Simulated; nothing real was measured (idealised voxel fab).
process module | voxel double patterning
cross-section cut | 230 nm wide | cells 5 nm
A cross-section is a grid of square cells, given in bands from the top down. A band is one or more rows of cells.
Each band's line starts with the height of the band's top and of its bottom, in nm. Then come its materials from left to right, each with its width in nm. One material with "throughout" fills the band from edge to edge. "air" is empty space.
Height 0 is the level under which the wafer as received is all one material. The lowest band goes on downwards, as in "0 down".
A width such as "30 to 40" changes by the same amount from each row of cells to the next, from the band's top row to its bottom row.
"no change" after a step means that no cell of the cross-section changed.
closed voids: empty space of 8 cells or more with no open way to the top, each as width x height at its distance from the left edge, in nm
after a step's settings: what the simulator itself notes on the step
overlay nm, on a step with a mask: how far to the right of its planned place the mask lay; to the left if negative
Each pair below shows a cross-section before one step and the cross-section after it, down to the lowest band that changed. The line under each pair gives the step between them, with its settings. The pairs can come from different runs of this module on the same starting wafer, so a pair continues from the pair above only where its "before" says so.
before
  0 down: Si throughout
  closed voids: none
after
  10 to 0: SiO2 throughout
  below 0: unchanged
  closed voids: none
the step between: op CONFORMAL_DEP | material SiO2 | thk nm 10
before: the cross-section after the pair above
after
  25 to 10: TiN throughout
  below 10: unchanged
  closed voids: none
the step between: op DIRECTIONAL_DEP | material TiN | thk nm 15
before: the cross-section after the pair above
after
  30 to 25: SiCN throughout
  below 25: unchanged
  closed voids: none
the step between: op DIRECTIONAL_DEP | material SiCN | thk nm 5
before: the cross-section after the pair above
after
  30 to 25: SiCN 55 | air 15 | SiCN 35 | air 15 | SiCN 35 | air 15 | SiCN 60
  below 25: unchanged
  closed voids: none
the step between: op MASKED_ETCH | tone open | mask id FIRST | width nm 15 | pitch nm 50 | etch materials SiCN | depth nm 5 | overlay nm 0
before: the cross-section after the pair above
after
  45 to 30: resist 80 | air 15 | resist 35 | air 15 | resist 85
  30 to 25: SiCN 55 | resist 15 | SiCN 35 | resist 15 | SiCN 35 | resist 15 | SiCN 60
  below 25: unchanged
  closed voids: none
the step between: op PATTERN | tone open | mask id SECOND | material resist | width nm 15 | pitch nm 50 | thk nm 15 | overlay nm 0
before: the cross-section after the pair above
after
  45 to 30: resist 80 | air 15 | resist 35 | air 15 | resist 85
  30 to 25: SiCN 55 | resist 15 | SiCN 10 | air 15 | SiCN 10 | resist 15 | SiCN 10 | air 15 | SiCN 10 | resist 15 | SiCN 60
  below 25: unchanged
  closed voids: none
the step between: op DIRECTIONAL_ETCH | etch materials SiCN | depth nm 5
before: the cross-section after the pair above
after
  30 to 25: SiCN 55 | air 15 | SiCN 10 | air 15 | SiCN 10 | air 15 | SiCN 10 | air 15 | SiCN 10 | air 15 | SiCN 60
  below 25: unchanged
  closed voids: none
the step between: op STRIP | etch materials resist
before: the cross-section after the pair above
after
  30 to 25: SiCN 55 | air 15 | SiCN 10 | air 15 | SiCN 10 | air 15 | SiCN 10 | air 15 | SiCN 10 | air 15 | SiCN 60
  25 to 10: TiN 55 | air 15 | TiN 10 | air 15 | TiN 10 | air 15 | TiN 10 | air 15 | TiN 10 | air 15 | TiN 60
  below 10: unchanged
  closed voids: none
the step between: op DIRECTIONAL_ETCH | etch materials TiN | depth nm 15
before: the cross-section after the pair above
after
  25 to 10: TiN 55 | air 15 | TiN 10 | air 15 | TiN 10 | air 15 | TiN 10 | air 15 | TiN 10 | air 15 | TiN 60
  below 10: unchanged
  closed voids: none
the step between: op STRIP | etch materials SiCN
before
  0 down: Si throughout
  closed voids: none
after
  15 to 0: TiN throughout
  below 0: unchanged
  closed voids: none
the step between: op DIRECTIONAL_DEP | material TiN | thk nm 15
before: the cross-section after the pair above
after
  20 to 15: SiCN throughout
  below 15: unchanged
  closed voids: none
the step between: op DIRECTIONAL_DEP | material SiCN | thk nm 5
before: the cross-section after the pair above
after
  20 to 15: SiCN 55 | air 15 | SiCN 35 | air 15 | SiCN 35 | air 15 | SiCN 60
  below 15: unchanged
  closed voids: none
the step between: op MASKED_ETCH | tone open | mask id FIRST | width nm 15 | pitch nm 50 | etch materials SiCN | depth nm 5 | overlay nm 0
before: the cross-section after the pair above
after
  35 to 20: resist 80 | air 15 | resist 35 | air 15 | resist 85
  20 to 15: SiCN 55 | resist 15 | SiCN 35 | resist 15 | SiCN 35 | resist 15 | SiCN 60
  below 15: unchanged
  closed voids: none
the step between: op PATTERN | tone open | mask id SECOND | material resist | width nm 15 | pitch nm 50 | thk nm 15 | overlay nm 0
before: the cross-section after the pair above
after
  35 to 20: resist 80 | air 15 | resist 35 | air 15 | resist 85
  20 to 15: SiCN 55 | resist 15 | SiCN 10 | air 15 | SiCN 10 | resist 15 | SiCN 10 | air 15 | SiCN 10 | resist 15 | SiCN 60
  below 15: unchanged
  closed voids: none
the step between: op DIRECTIONAL_ETCH | etch materials SiCN | depth nm 5
before: the cross-section after the pair above
after
  20 to 15: SiCN 55 | air 15 | SiCN 10 | air 15 | SiCN 10 | air 15 | SiCN 10 | air 15 | SiCN 10 | air 15 | SiCN 60
  below 15: unchanged
  closed voids: none
the step between: op STRIP | etch materials resist
before: the cross-section after the pair above
after
  20 to 15: SiCN 55 | air 15 | SiCN 10 | air 15 | SiCN 10 | air 15 | SiCN 10 | air 15 | SiCN 10 | air 15 | SiCN 60
  15 to 0: TiN 55 | air 15 | TiN 10 | air 15 | TiN 10 | air 15 | TiN 10 | air 15 | TiN 10 | air 15 | TiN 60
  below 0: unchanged
  closed voids: none
the step between: op DIRECTIONAL_ETCH | etch materials TiN | depth nm 15
before: the cross-section after the pair above
after
  15 to 0: TiN 55 | air 15 | TiN 10 | air 15 | TiN 10 | air 15 | TiN 10 | air 15 | TiN 10 | air 15 | TiN 60
  below 0: unchanged
  closed voids: none
the step between: op STRIP | etch materials SiCN
before
  25 to 10: TiN throughout
  10 to 0: SiO2 throughout
  0 down: Si throughout
  closed voids: none
after
  40 to 10: TiN throughout
  below 10: unchanged
  closed voids: none
the step between: op DIRECTIONAL_DEP | material TiN | thk nm 15
before: the cross-section after the pair above
after
  45 to 40: SiCN throughout
  below 40: unchanged
  closed voids: none
the step between: op DIRECTIONAL_DEP | material SiCN | thk nm 5
before: the cross-section after the pair above
after
  45 to 40: SiCN 55 | air 15 | SiCN 35 | air 15 | SiCN 35 | air 15 | SiCN 60
  below 40: unchanged
  closed voids: none
the step between: op MASKED_ETCH | tone open | mask id FIRST | width nm 15 | pitch nm 50 | etch materials SiCN | depth nm 5 | overlay nm 0
before: the cross-section after the pair above
after
  60 to 45: resist 80 | air 15 | resist 35 | air 15 | resist 85
  45 to 40: SiCN 55 | resist 15 | SiCN 35 | resist 15 | SiCN 35 | resist 15 | SiCN 60
  below 40: unchanged
  closed voids: none
the step between: op PATTERN | tone open | mask id SECOND | material resist | width nm 15 | pitch nm 50 | thk nm 15 | overlay nm 0
before: the cross-section after the pair above
after
  60 to 45: resist 80 | air 15 | resist 35 | air 15 | resist 85
  45 to 40: SiCN 55 | resist 15 | SiCN 10 | air 15 | SiCN 10 | resist 15 | SiCN 10 | air 15 | SiCN 10 | resist 15 | SiCN 60
  below 40: unchanged
  closed voids: none
the step between: op DIRECTIONAL_ETCH | etch materials SiCN | depth nm 5
before: the cross-section after the pair above
after
  45 to 40: SiCN 55 | air 15 | SiCN 10 | air 15 | SiCN 10 | air 15 | SiCN 10 | air 15 | SiCN 10 | air 15 | SiCN 60
  below 40: unchanged
  closed voids: none
the step between: op STRIP | etch materials resist
before: the cross-section after the pair above
after
  45 to 40: SiCN 55 | air 15 | SiCN 10 | air 15 | SiCN 10 | air 15 | SiCN 10 | air 15 | SiCN 10 | air 15 | SiCN 60
  40 to 25: TiN 55 | air 15 | TiN 10 | air 15 | TiN 10 | air 15 | TiN 10 | air 15 | TiN 10 | air 15 | TiN 60
  below 25: unchanged
  closed voids: none
the step between: op DIRECTIONAL_ETCH | etch materials TiN | depth nm 15
before: the cross-section after the pair above
after
  40 to 25: TiN 55 | air 15 | TiN 10 | air 15 | TiN 10 | air 15 | TiN 10 | air 15 | TiN 10 | air 15 | TiN 60
  below 25: unchanged
  closed voids: none
the step between: op STRIP | etch materials SiCN
before
  15 to 0: TiN throughout
  0 down: Si throughout
  closed voids: none
after
  25 to 15: SiO2 throughout
  below 15: unchanged
  closed voids: none
the step between: op CONFORMAL_DEP | material SiO2 | thk nm 10
before: the cross-section after the pair above
after
  30 to 25: SiCN throughout
  below 25: unchanged
  closed voids: none
the step between: op DIRECTIONAL_DEP | material SiCN | thk nm 5
before: the cross-section after the pair above
after
  30 to 25: SiCN 55 | air 15 | SiCN 35 | air 15 | SiCN 35 | air 15 | SiCN 60
  below 25: unchanged
  closed voids: none
the step between: op MASKED_ETCH | tone open | mask id FIRST | width nm 15 | pitch nm 50 | etch materials SiCN | depth nm 5 | overlay nm 0
before: the cross-section after the pair above
after
  45 to 30: resist 80 | air 15 | resist 35 | air 15 | resist 85
  30 to 25: SiCN 55 | resist 15 | SiCN 35 | resist 15 | SiCN 35 | resist 15 | SiCN 60
  below 25: unchanged
  closed voids: none
the step between: op PATTERN | tone open | mask id SECOND | material resist | width nm 15 | pitch nm 50 | thk nm 15 | overlay nm 0
before: the cross-section after the pair above
after
  45 to 30: resist 80 | air 15 | resist 35 | air 15 | resist 85
  30 to 25: SiCN 55 | resist 15 | SiCN 10 | air 15 | SiCN 10 | resist 15 | SiCN 10 | air 15 | SiCN 10 | resist 15 | SiCN 60
  below 25: unchanged
  closed voids: none
the step between: op DIRECTIONAL_ETCH | etch materials SiCN | depth nm 5
before: the cross-section after the pair above
after
  30 to 25: SiCN 55 | air 15 | SiCN 10 | air 15 | SiCN 10 | air 15 | SiCN 10 | air 15 | SiCN 10 | air 15 | SiCN 60
  below 25: unchanged
  closed voids: none
the step between: op STRIP | etch materials resist
before: the cross-section after the pair above
after
  25 to 15: SiO2 throughout
  below 15: unchanged
  closed voids: none
the step between: op STRIP | etch materials SiCN
before
  30 to 25: SiCN 55 | air 15 | SiCN 10 | air 15 | SiCN 10 | air 15 | SiCN 10 | air 15 | SiCN 10 | air 15 | SiCN 60
  25 to 10: TiN throughout
  10 to 0: SiO2 throughout
  0 down: Si throughout
  closed voids: none
after
  30 to 25: SiCN 55 | air 15 | SiCN 10 | air 15 | SiCN 10 | air 15 | SiCN 10 | air 15 | SiCN 10 | air 15 | SiCN 60
  25 to 20: TiN 55 | air 15 | TiN 10 | air 15 | TiN 10 | air 15 | TiN 10 | air 15 | TiN 10 | air 15 | TiN 60
  below 20: unchanged
  closed voids: none
the step between: op DIRECTIONAL_ETCH | etch materials TiN | depth nm 5
before: the cross-section after the pair above
after
  25 to 20: TiN 55 | air 15 | TiN 10 | air 15 | TiN 10 | air 15 | TiN 10 | air 15 | TiN 10 | air 15 | TiN 60
  below 20: unchanged
  closed voids: none
the step between: op STRIP | etch materials SiCN
before
  30 to 25: SiCN 55 | air 15 | SiCN 35 | air 15 | SiCN 35 | air 15 | SiCN 60
  25 to 10: TiN throughout
  10 to 0: SiO2 throughout
  0 down: Si throughout
  closed voids: none
after
  45 to 30: resist 75 | air 25 | resist 25 | air 25 | resist 80
  30 to 25: SiCN 55 | resist 15 | SiCN 35 | resist 15 | SiCN 35 | resist 15 | SiCN 60
  below 25: unchanged
  closed voids: none
the step between: op PATTERN | tone open | mask id SECOND | material resist | width nm 25 | pitch nm 50 | thk nm 15 | overlay nm 0
before: the cross-section after the pair above
after
  45 to 30: resist 75 | air 25 | resist 25 | air 25 | resist 80
  30 to 25: SiCN 55 | resist 15 | SiCN 5 | air 25 | SiCN 5 | resist 15 | SiCN 5 | air 25 | SiCN 5 | resist 15 | SiCN 60
  below 25: unchanged
  closed voids: none
the step between: op DIRECTIONAL_ETCH | etch materials SiCN | depth nm 5
before: the cross-section after the pair above
after
  30 to 25: SiCN 55 | air 15 | SiCN 5 | air 25 | SiCN 5 | air 15 | SiCN 5 | air 25 | SiCN 5 | air 15 | SiCN 60
  below 25: unchanged
  closed voids: none
the step between: op STRIP | etch materials resist
before: the cross-section after the pair above
after
  30 to 25: SiCN 55 | air 15 | SiCN 5 | air 25 | SiCN 5 | air 15 | SiCN 5 | air 25 | SiCN 5 | air 15 | SiCN 60
  25 to 10: TiN 55 | air 15 | TiN 5 | air 25 | TiN 5 | air 15 | TiN 5 | air 25 | TiN 5 | air 15 | TiN 60
  below 10: unchanged
  closed voids: none
the step between: op DIRECTIONAL_ETCH | etch materials TiN | depth nm 15
before: the cross-section after the pair above
after
  25 to 10: TiN 55 | air 15 | TiN 5 | air 25 | TiN 5 | air 15 | TiN 5 | air 25 | TiN 5 | air 15 | TiN 60
  below 10: unchanged
  closed voids: none
the step between: op STRIP | etch materials SiCN
before
  30 to 25: SiCN 55 | air 15 | SiCN 35 | air 15 | SiCN 35 | air 15 | SiCN 60
  25 to 10: TiN throughout
  10 to 0: SiO2 throughout
  0 down: Si throughout
  closed voids: none
after
  45 to 30: resist 85 | air 15 | resist 35 | air 15 | resist 80
  30 to 25: SiCN 55 | resist 15 | SiCN 35 | resist 15 | SiCN 35 | resist 15 | SiCN 60
  below 25: unchanged
  closed voids: none
the step between: op PATTERN | tone open | mask id SECOND | material resist | width nm 15 | pitch nm 50 | thk nm 15 | overlay nm 5
before: the cross-section after the pair above
after
  45 to 30: resist 85 | air 15 | resist 35 | air 15 | resist 80
  30 to 25: SiCN 55 | resist 15 | SiCN 15 | air 15 | SiCN 5 | resist 15 | SiCN 15 | air 15 | SiCN 5 | resist 15 | SiCN 60
  below 25: unchanged
  closed voids: none
the step between: op DIRECTIONAL_ETCH | etch materials SiCN | depth nm 5
before: the cross-section after the pair above
after
  30 to 25: SiCN 55 | air 15 | SiCN 15 | air 15 | SiCN 5 | air 15 | SiCN 15 | air 15 | SiCN 5 | air 15 | SiCN 60
  below 25: unchanged
  closed voids: none
the step between: op STRIP | etch materials resist
before: the cross-section after the pair above
after
  30 to 25: SiCN 55 | air 15 | SiCN 15 | air 15 | SiCN 5 | air 15 | SiCN 15 | air 15 | SiCN 5 | air 15 | SiCN 60
  25 to 10: TiN 55 | air 15 | TiN 15 | air 15 | TiN 5 | air 15 | TiN 15 | air 15 | TiN 5 | air 15 | TiN 60
  below 10: unchanged
  closed voids: none
the step between: op DIRECTIONAL_ETCH | etch materials TiN | depth nm 15
before: the cross-section after the pair above
after
  25 to 10: TiN 55 | air 15 | TiN 15 | air 15 | TiN 5 | air 15 | TiN 15 | air 15 | TiN 5 | air 15 | TiN 60
  below 10: unchanged
  closed voids: none
the step between: op STRIP | etch materials SiCN
before
  25 to 10: TiN throughout
  10 to 0: SiO2 throughout
  0 down: Si throughout
  closed voids: none
after
  30 to 25: SiO2 throughout
  below 25: unchanged
  closed voids: none
the step between: op DIRECTIONAL_DEP | material SiO2 | thk nm 5
before: the cross-section after the pair above
after
  45 to 30: resist 80 | air 15 | resist 35 | air 15 | resist 85
  below 30: unchanged
  closed voids: none
the step between: op PATTERN | tone open | mask id SECOND | material resist | width nm 15 | pitch nm 50 | thk nm 15 | overlay nm 0
before: the cross-section after the pair above
after
  30 to 25: SiO2 throughout
  below 25: unchanged
  closed voids: none
the step between: op STRIP | etch materials resist
before
  30 to 25: SiCN 55 | air 15 | SiCN 35 | air 15 | SiCN 35 | air 15 | SiCN 60
  25 to 10: TiN throughout
  10 to 0: SiO2 throughout
  0 down: Si throughout
  closed voids: none
after
  45 to 30: air 80 | resist 15 | air 35 | resist 15 | air 85
  below 30: unchanged
  closed voids: none
the step between: op PATTERN | tone cover | mask id SECOND | material resist | width nm 15 | pitch nm 50 | thk nm 15 | overlay nm 0
before: the cross-section after the pair above
after
  45 to 30: air 80 | resist 15 | air 35 | resist 15 | air 85
  30 to 25: air 80 | SiCN 15 | air 35 | SiCN 15 | air 85
  below 25: unchanged
  closed voids: none
the step between: op DIRECTIONAL_ETCH | etch materials SiCN | depth nm 5
before: the cross-section after the pair above
after
  30 to 25: air 80 | SiCN 15 | air 35 | SiCN 15 | air 85
  below 25: unchanged
  closed voids: none
the step between: op STRIP | etch materials resist
before: the cross-section after the pair above
after
  30 to 25: air 80 | SiCN 15 | air 35 | SiCN 15 | air 85
  25 to 10: air 80 | TiN 15 | air 35 | TiN 15 | air 85
  below 10: unchanged
  closed voids: none
the step between: op DIRECTIONAL_ETCH | etch materials TiN | depth nm 15
before: the cross-section after the pair above
after
  25 to 10: air 80 | TiN 15 | air 35 | TiN 15 | air 85
  below 10: unchanged
  closed voids: none
the step between: op STRIP | etch materials SiCN
